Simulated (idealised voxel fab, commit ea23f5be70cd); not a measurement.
You're looking at the process module voxel transistor to metal.
The cross-section shown here is cut; it is 155 nm wide and divided into square cells measuring 5 nm on a side.
This document writes a cross-section as a grid whose cells are square, and gives it as bands, listed from the top down; one or more rows of cells form a band. Top height, bottom height, nm. Materials left to right, width each, nm. Single material + "everywhere" = fills band edge to edge. "blank" = empty. Heights from 0 (as-received wafer is one material below). Bottom band endless downward, as "from 0 down". A width such as "30->40" changes by the same amount from each row of cells to the next, from the band's top row to its bottom row. You'll sometimes find "nothing was modified" written for a step, and that's the way of saying that nowhere in the cross-section did a cell change during that step. In "Sealed internal cavities" the enclosed voids are listed, meaning empty spaces of 8 cells or larger without any opening to the top. The form is width x height at distance, distance from the left edge, units nm. Note: text after step settings on the step line = simulator remark on that step. Among the settings permitted on a step's line is "overlay nm"; applied to a step with a mask, it specifies the extent to which the mask lay to the right of its planned position, whereas a negative figure signifies a position to the left.
-- Intended process steps
1 RECEIVE (material Si)
2 OXIDIZE (depth nm 5)
3 CONFORMAL_DEP (material SiN; thk nm 15)
4 MASKED_ETCH (tone cover; mask id ACTIVE; width nm 115; etch materials SiN; depth nm 15; overlay nm 0)
5 MASKED_ETCH (tone cover; mask id ACTIVE; width nm 115; etch materials SiO2; depth nm 5; overlay nm 0)
6 MASKED_ETCH (tone cover; mask id ACTIVE; width nm 115; etch materials Si; depth nm 25; overlay nm 0)
7 FILL_DEP (material SiO2; thk nm 15)
8 CMP (height nm 15)
9 SELECTIVE_ETCH (etch materials SiO2; depth nm 10)
10 STRIP (etch materials SiN)
11 SELECTIVE_ETCH (etch materials SiO2; depth nm 5)
12 OXIDIZE (depth nm 5)
13 DIRECTIONAL_DEP (material polySi; thk nm 30)
14 DIRECTIONAL_DEP (material SiCN; thk nm 10)
15 MASKED_ETCH (tone cover; mask id GATE; width nm 25; etch materials SiCN; depth nm 20; overlay nm 0)
16 MASKED_ETCH (tone cover; mask id GATE; width nm 25; etch materials polySi; depth nm 40; overlay nm 0)
17 CONFORMAL_DEP (material SiN; thk nm 5)
18 DIRECTIONAL_ETCH (etch materials SiN; depth nm 5)
19 DIRECTIONAL_ETCH (etch materials SiO2; depth nm 5)
20 DIRECTIONAL_ETCH (etch materials Si; depth nm 5)
21 EPI (material pSi; thk nm 5)
22 FILL_DEP (material SiO2; thk nm 5)
23 CMP (height nm 35)
24 DIRECTIONAL_DEP (material SiO2; thk nm 10)
25 DIRECTIONAL_DEP (material aC; thk nm 10)
26 PATTERN (tone open; mask id CONTACT; material resist; width nm 20; pitch nm 85; thk nm 25; overlay nm 0)
27 DIRECTIONAL_ETCH (etch materials aC; depth nm 10)
28 STRIP (etch materials resist)
29 DIRECTIONAL_ETCH (etch materials SiO2; depth nm 55)
30 STRIP (etch materials aC)
31 CONFORMAL_DEP (material TiN; thk nm 5)
32 FILL_DEP (material W; thk nm 5)
33 CMP (height nm 45)
34 DIRECTIONAL_DEP (material TiN; thk nm 5)
35 DIRECTIONAL_DEP (material Ru; thk nm 25)
36 PATTERN (tone cover; mask id METAL_1; material resist; width nm 20; pitch nm 85; thk nm 15; overlay nm 0)
37 DIRECTIONAL_ETCH (etch materials Ru; depth nm 25)
38 DIRECTIONAL_ETCH (etch materials TiN; depth nm 5)
39 STRIP (etch materials resist)
40 FILL_DEP (material lowk; thk nm 10)
41 CMP (height nm 75)
42 CONFORMAL_DEP (material SiCN; thk nm 5)
43 DIRECTIONAL_DEP (material SiO2; thk nm 25)
44 MASKED_ETCH (tone open; mask id METAL_2; width nm 20; pitch nm 85; etch materials SiO2; depth nm 15; overlay nm 0)
45 PATTERN (tone open; mask id METAL_2_HOLES; material resist; width nm 15; pitch nm 85; thk nm 15; overlay nm 0)
46 DIRECTIONAL_ETCH (etch materials SiO2; depth nm 10)
47 DIRECTIONAL_ETCH (etch materials SiCN; depth nm 5)
48 STRIP (etch materials resist)
49 CONFORMAL_DEP (material TiN; thk nm 5)
50 FILL_DEP (material Cu; thk nm 5)
51 CMP (height nm 105)
52 CONFORMAL_DEP (material SiCN; thk nm 5)
-- Cross-section of the incoming wafer, state after step 1
from 0 down  Si everywhere
Sealed internal cavities: none
-- First of two wafers, end-of-module section, run followed plan
from 110 to 105  SiCN everywhere
from 105 to 95  SiO2=25  TiN=5  Cu=10  TiN=5  SiO2=65  TiN=5  Cu=10  TiN=5  SiO2=25
from 95 to 90  SiO2=25  TiN=5  Cu=5  TiN=10  SiO2=65  TiN=5  Cu=5  TiN=10  SiO2=25
from 90 to 80  SiO2=25  TiN=5  Cu=5  TiN=5  SiO2=70  TiN=5  Cu=5  TiN=5  SiO2=30
from 80 to 75  SiCN=25  TiN=15  SiCN=70  TiN=15  SiCN=30
from 75 to 50  lowk=25  Ru=20  lowk=65  Ru=20  lowk=25
from 50 to 45  lowk=25  TiN=20  lowk=65  TiN=20  lowk=25
from 45 to 35  SiO2=25  TiN=5  W=10  TiN=5  SiO2=65  TiN=5  W=10  TiN=5  SiO2=25
from 35 to 25  SiO2=25  TiN=5  W=10  TiN=5  SiO2=15  SiN=5  SiCN=25  SiN=5  SiO2=15  TiN=5  W=10  TiN=5  SiO2=25
from 25 to 0  SiO2=25  TiN=5  W=10  TiN=5  SiO2=15  SiN=5  polySi=25  SiN=5  SiO2=15  TiN=5  W=10  TiN=5  SiO2=25
from 0 to -5  SiO2=15  SiN=5  SiO2=5  TiN=5  W=10  TiN=5  SiO2=15  SiN=5  polySi=25  SiN=5  SiO2=15  TiN=5  W=10  TiN=5  SiO2=5  SiN=5  SiO2=15
from -5 to -10  SiO2=25  TiN=20  SiO2=10  pSi=5  SiO2=35  pSi=5  SiO2=10  TiN=20  SiO2=25
from -10 to -15  SiO2=20  pSi=40  Si=35  pSi=40  SiO2=20
from -15 to -30  SiO2=20  Si=115  SiO2=20
from -30 down  Si everywhere
Sealed internal cavities: none
-- What the second wafer looks like in cross-section once the module is done. Its start and its plan matched the first wafer's exactly; what differed was one mistake in how it was run
from 110 to 105  SiCN everywhere
from 105 to 95  SiO2=25  TiN=5  Cu=10  TiN=5  SiO2=65  TiN=5  Cu=10  TiN=5  SiO2=25
from 95 to 90  SiO2=25  TiN=5  Cu=5  TiN=10  SiO2=65  TiN=5  Cu=5  TiN=10  SiO2=25
from 90 to 80  SiO2=25  TiN=5  Cu=5  TiN=5  SiO2=70  TiN=5  Cu=5  TiN=5  SiO2=30
from 80 to 75  SiCN=25  TiN=15  SiCN=70  TiN=15  SiCN=30
from 75 to 50  lowk=25  Ru=20  lowk=65  Ru=20  lowk=25
from 50 to 45  lowk=25  TiN=20  lowk=65  TiN=20  lowk=25
from 45 to 35  SiO2=25  TiN=5  W=10  TiN=5  SiO2=65  TiN=5  W=10  TiN=5  SiO2=25
from 35 to 20  SiO2=25  TiN=5  W=10  TiN=5  SiO2=15  SiN=5  polySi=25  SiN=5  SiO2=15  TiN=5  W=10  TiN=5  SiO2=25
from 20 to 15  SiO2=25  TiN=20  SiO2=15  SiN=5  polySi=25  SiN=5  SiO2=15  TiN=20  SiO2=25
from 15 to 0  SiO2=20  SiN=115  SiO2=20
from 0 to -5  SiO2 everywhere
from -5 to -30  SiO2=20  Si=115  SiO2=20
from -30 down  Si everywhere
Sealed internal cavities: none
What went wrong in running the wafer? step 8 was left out
The final cell counts differ between the wafers, with the second having more or fewer of some materials than the first: +39 Si | -10 SiCN | +59 SiN | -20 SiO2 | -20 TiN | -20 W | -18 pSi | -10 polySi
